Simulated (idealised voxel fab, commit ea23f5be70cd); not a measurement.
Process module under the name voxel transistor to metal
Section cut is 160 nm wide and gridded with 5 nm square cells.
Heads up, the way a cross-section reads in here is a grid of square cells, handed over as bands from the top down, with every band being one or more rows of cells. A band entry consists of two parts. The first gives the height of the band's top and the height of its bottom, in nm. The rest lists the band's materials from left to right, each with its width in nm. A single material labelled with the word "edge to edge" fills the band from edge to edge, and the word "empty" marks empty space. Height 0 is the level under which the wafer as received is all one material. The lowest band goes on downwards, as in "from 0 down". So if you see something like "30..40" for the width, read it as the top row of the band sitting at the first number and the bottom row at the second, with every row in between moving by the same amount as the last. The designation "remained unchanged", where it is given for a processing step, indicates that no cell of the cross-section was altered in the course of that step. In "Non-vented voids" the enclosed voids are listed, meaning empty spaces of 8 cells or larger without any opening to the top. The form is width x height at distance, distance from the left edge, units nm. The remark found on a step's line after its settings is issued by the simulator itself and pertains to that step. overlay nm: step with mask; distance mask lay right of planned place; negative value = left of planned place.
[These are the steps we planned for the process]
1,RECEIVE with material Si
2,CONFORMAL_DEP with material SiO2, thk nm 5
3,CONFORMAL_DEP with material SiN, thk nm 10
4,MASKED_ETCH with tone cover, mask id ACTIVE, width nm 125, etch materials SiN, depth nm 10, overlay nm 0
5,MASKED_ETCH with tone cover, mask id ACTIVE, width nm 125, etch materials SiO2, depth nm 5, overlay nm 0
6,MASKED_ETCH with tone cover, mask id ACTIVE, width nm 125, etch materials Si, depth nm 20, overlay nm 0
7,OXIDIZE with depth nm 5
8,FILL_DEP with material SiO2, thk nm 5
9,CMP with height nm 15
10,SELECTIVE_ETCH with etch materials SiO2, depth nm 10
11,STRIP with etch materials SiN
12,SELECTIVE_ETCH with etch materials SiO2, depth nm 5
13,OXIDIZE with depth nm 5
14,DIRECTIONAL_DEP with material polySi, thk nm 25
15,DIRECTIONAL_DEP with material SiCN, thk nm 15
16,PATTERN with tone cover, mask id GATE, material resist, width nm 35, thk nm 15, overlay nm 0
17,DIRECTIONAL_ETCH with etch materials SiCN, depth nm 25
18,DIRECTIONAL_ETCH with etch materials polySi, depth nm 35
19,STRIP with etch materials resist
20,CONFORMAL_DEP with material SiO2, thk nm 5
21,DIRECTIONAL_ETCH with etch materials SiO2, depth nm 5
22,CONFORMAL_DEP with material SiN, thk nm 10
23,DIRECTIONAL_ETCH with etch materials SiN, depth nm 10
24,DIRECTIONAL_ETCH with etch materials SiO2, depth nm 5
25,EPI with material SiGe, thk nm 5
26,FILL_DEP with material SiO2, thk nm 5
27,CMP with height nm 25
28,STRIP with etch materials polySi
29,SELECTIVE_ETCH with etch materials SiO2, depth nm 5
30,CONFORMAL_DEP with material HfO2, thk nm 5
31,CONFORMAL_DEP with material TiN, thk nm 5
32,FILL_DEP with material W, thk nm 10
33,CMP with height nm 20
34,DIRECTIONAL_DEP with material SiO2, thk nm 15
35,MASKED_ETCH with tone open, mask id CONTACT, width nm 20, pitch nm 85, etch materials SiO2, depth nm 35, overlay nm 0
36,CONFORMAL_DEP with material TiN, thk nm 5
37,FILL_DEP with material Ru, thk nm 5
38,CMP with height nm 35
39,CONFORMAL_DEP with material SiCN, thk nm 5
40,DIRECTIONAL_DEP with material SiO2, thk nm 20
41,DIRECTIONAL_DEP with material aC, thk nm 10
42,PATTERN with tone open, mask id METAL_1, material resist, width nm 20, pitch nm 85, thk nm 25, overlay nm 0
43,DIRECTIONAL_ETCH with etch materials aC, depth nm 10
44,STRIP with etch materials resist
45,DIRECTIONAL_ETCH with etch materials SiO2, depth nm 20
46,DIRECTIONAL_ETCH with etch materials SiCN, depth nm 5
47,STRIP with etch materials aC
48,CONFORMAL_DEP with material TiN, thk nm 5
49,FILL_DEP with material Cu, thk nm 5
50,CMP with height nm 60
51,CONFORMAL_DEP with material SiCN, thk nm 5
52,DIRECTIONAL_DEP with material lowk, thk nm 25
53,PATTERN with tone open, mask id METAL_2, material resist, width nm 20, pitch nm 85, thk nm 20, overlay nm 0
54,DIRECTIONAL_ETCH with etch materials lowk, depth nm 15
55,STRIP with etch materials resist
56,MASKED_ETCH with tone open, mask id METAL_2_HOLES, width nm 15, pitch nm 85, etch materials lowk, depth nm 10, overlay nm 0
57,MASKED_ETCH with tone open, mask id METAL_2_HOLES, width nm 15, pitch nm 85, etch materials SiCN, depth nm 5, overlay nm 0
58,CONFORMAL_DEP with material TiN, thk nm 5
59,FILL_DEP with material Cu, thk nm 10
60,CMP with height nm 90
61,CONFORMAL_DEP with material SiN, thk nm 5
[Cross-section of the incoming wafer, state after step 1]
* from 0 down | Si edge to edge
* Non-vented voids: none
[Cross-section, end of module. Start: as above. Plan: as above. Execution: one mistake]
* from 95 to 90 | SiN edge to edge
* from 90 to 80 | lowk 25 / TiN 5 / Cu 10..5 / TiN 5..10 / lowk 65 / TiN 5 / Cu 10..5 / TiN 5..10 / lowk 30
* from 80 to 70 | lowk 25 / TiN 5 / Cu 5 / TiN 5 / lowk 70 / TiN 5 / Cu 5 / TiN 5 / lowk 35
* from 70 to 65 | SiCN 25 / TiN 15 / SiCN 70 / TiN 15 / SiCN 35
* from 65 to 60 | TiN 30 / Cu 10 / TiN 75 / Cu 10 / TiN 35
* from 60 to 40 | SiO2 25 / TiN 5 / Cu 10 / TiN 5 / SiO2 65 / TiN 5 / Cu 10 / TiN 5 / SiO2 30
* from 40 to 35 | SiCN 25 / TiN 20 / SiCN 65 / TiN 20 / SiCN 30
* from 35 to 20 | SiO2 25 / TiN 5 / Ru 10 / TiN 5 / SiO2 65 / TiN 5 / Ru 10 / TiN 5 / SiO2 30
* from 20 to 5 | SiO2 25 / TiN 5 / Ru 10 / TiN 5 / SiN 10 / HfO2 5 / TiN 5 / W 25 / TiN 5 / HfO2 5 / SiN 10 / TiN 5 / Ru 10 / TiN 5 / SiO2 30
* from 5 to 0 | SiO2 25 / TiN 20 / SiN 10 / HfO2 5 / TiN 35 / HfO2 5 / SiN 10 / TiN 20 / SiO2 30
* from 0 to -5 | SiO2 15 / SiGe 30 / SiO2 10 / HfO2 45 / SiO2 10 / SiGe 30 / SiO2 20
* from -5 to -25 | SiO2 20 / Si 115 / SiO2 25
* from -25 down | Si edge to edge
* Non-vented voids: none
Plan not followed: note that step 50 departed from the planned setting and was carried out as CMP with height nm 65
